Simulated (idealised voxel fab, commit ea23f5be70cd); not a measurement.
process module | voxel released beams
cross-section cut | 260 nm wide | cells 5 nm
A cross-section is a grid of square cells, given in bands from the top down. A band is one or more rows of cells.
Each band's line starts with the height of the band's top and of its bottom, in nm. Then come its materials from left to right, each with its width in nm. One material with "throughout" fills the band from edge to edge. "air" is empty space.
Height 0 is the level under which the wafer as received is all one material. The lowest band goes on downwards, as in "0 down".
A width such as "30 to 40" changes by the same amount from each row of cells to the next, from the band's top row to its bottom row.
"no change" after a step means that no cell of the cross-section changed.
closed voids: empty space of 8 cells or more with no open way to the top, each as width x height at its distance from the left edge, in nm
after a step's settings: what the simulator itself notes on the step
overlay nm, on a step with a mask: how far to the right of its planned place the mask lay; to the left if negative
plan
1 op RECEIVE | material Si
2 op CONFORMAL_DEP | material SiN | thk nm 5
3 op DIRECTIONAL_DEP | material SiO2 | thk nm 20
4 op PATTERN | tone open | mask id ANCHOR | material resist | width nm 45 | thk nm 15 | overlay nm 0
5 op DIRECTIONAL_ETCH | etch materials SiO2 | depth nm 20
6 op STRIP | etch materials resist
7 op CONFORMAL_DEP | material polySi | thk nm 15
8 op DIRECTIONAL_DEP | material aC | thk nm 10
9 op PATTERN | tone cover | mask id BEAM | material resist | width nm 95 | thk nm 25 | overlay nm 0
10 op DIRECTIONAL_ETCH | etch materials aC | depth nm 10
11 op STRIP | etch materials resist
12 op DIRECTIONAL_ETCH | etch materials polySi | depth nm 15
13 op STRIP | etch materials aC
14 op STRIP | etch materials SiO2
varied across the wafers: thk nm of step 2. The plan shows the first wafer's value. All wafers start alike
first wafer as received, after step 1
  0 down: Si throughout
  closed voids: none
each wafer at the end: cells of each material gained (+) or lost (-) since it was received, then its closed voids
thk nm 5 | +52 SiN | +81 polySi | closed voids: none
thk nm 10 | +104 SiN | +81 polySi | closed voids: none
thk nm 15 | +156 SiN | +81 polySi | closed voids: none
thk nm 20 | +208 SiN | +81 polySi | closed voids: none
thk nm 25 | +260 SiN | +81 polySi | closed voids: none
